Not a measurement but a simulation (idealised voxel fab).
process module | voxel self aligned contacts
cross-section cut | 185 nm wide | cells 5 nm
A cross-section is a grid of square cells, given in bands from the top down. A band is one or more rows of cells.
Each band's line starts with the height of the band's top and of its bottom, in nm. Then come its materials from left to right, each with its width in nm. One material with "throughout" fills the band from edge to edge. "air" is empty space.
Height 0 is the level under which the wafer as received is all one material. The lowest band goes on downwards, as in "0 down".
A width such as "30 to 40" changes by the same amount from each row of cells to the next, from the band's top row to its bottom row.
"no change" after a step means that no cell of the cross-section changed.
closed voids: empty space of 8 cells or more with no open way to the top, each as width x height at its distance from the left edge, in nm
after a step's settings: what the simulator itself notes on the step
overlay nm, on a step with a mask: how far to the right of its planned place the mask lay; to the left if negative
plan
1 op RECEIVE | material Si
2 op OXIDIZE | depth nm 5
3 op DIRECTIONAL_DEP | material polySi | thk nm 30
4 op DIRECTIONAL_DEP | material SiN | thk nm 15
5 op PATTERN | tone cover | mask id GATE | material resist | width nm 25 | pitch nm 50 | thk nm 15 | overlay nm 0
6 op DIRECTIONAL_ETCH | etch materials SiN | depth nm 15
7 op DIRECTIONAL_ETCH | etch materials polySi | depth nm 30
8 op STRIP | etch materials resist
9 op CONFORMAL_DEP | material SiN | thk nm 5
10 op DIRECTIONAL_ETCH | etch materials SiN | depth nm 5
11 op FILL_DEP | material SiO2 | thk nm 15
12 op CMP | height nm 50
13 op MASKED_ETCH | tone open | mask id CONTACT | width nm 35 | etch materials SiO2 | depth nm 55 | overlay nm -15
14 op CONFORMAL_DEP | material TiN | thk nm 5
15 op FILL_DEP | material W | thk nm 5
16 op CMP | height nm 50
17 op CONFORMAL_DEP | material SiCN | thk nm 5
varied across the wafers: overlay nm of step 13. The plan shows the first wafer's value. All wafers start alike
first wafer as received, after step 1
  0 down: Si throughout
  closed voids: none
first wafer at the end, after step 17
  55 to 50: SiCN throughout
  50 to 45: SiO2 60 | TiN 35 | SiO2 90
  45 to 30: SiO2 50 | SiN 35 | TiN 10 | SiO2 5 | SiN 35 | SiO2 50
  30 to 0: SiO2 50 | SiN 5 | polySi 25 | SiN 5 | TiN 10 | SiO2 5 | SiN 5 | polySi 25 | SiN 5 | SiO2 50
  0 to -5: SiO2 85 | TiN 10 | SiO2 90
  -5 down: Si throughout
  closed voids: none
last wafer at the end
  55 to 50: SiCN throughout
  50 to 45: SiO2 90 | TiN 35 | SiO2 60
  45 to 30: SiO2 50 | SiN 35 | SiO2 5 | TiN 10 | SiN 35 | SiO2 50
  30 to 0: SiO2 50 | SiN 5 | polySi 25 | SiN 5 | SiO2 5 | TiN 10 | SiN 5 | polySi 25 | SiN 5 | SiO2 50
  0 to -5: SiO2 90 | TiN 10 | SiO2 85
  -5 down: Si throughout
  closed voids: none
each wafer at the end: cells of each material gained (+) or lost (-) since it was received, then its closed voids
overlay nm -15 | -37 Si | +37 SiCN | +66 SiN | +254 SiO2 | +27 TiN | +60 polySi | closed voids: none
overlay nm -10 | -37 Si | +37 SiCN | +66 SiN | +244 SiO2 | +27 TiN | +10 W | +60 polySi | closed voids: none
overlay nm -5 | -37 Si | +37 SiCN | +66 SiN | +244 SiO2 | +27 TiN | +10 W | +60 polySi | closed voids: none
overlay nm 0 | -37 Si | +37 SiCN | +66 SiN | +244 SiO2 | +27 TiN | +10 W | +60 polySi | closed voids: none
overlay nm 5 | -37 Si | +37 SiCN | +66 SiN | +244 SiO2 | +27 TiN | +10 W | +60 polySi | closed voids: none
overlay nm 10 | -37 Si | +37 SiCN | +66 SiN | +244 SiO2 | +27 TiN | +10 W | +60 polySi | closed voids: none
overlay nm 15 | -37 Si | +37 SiCN | +66 SiN | +254 SiO2 | +27 TiN | +60 polySi | closed voids: none
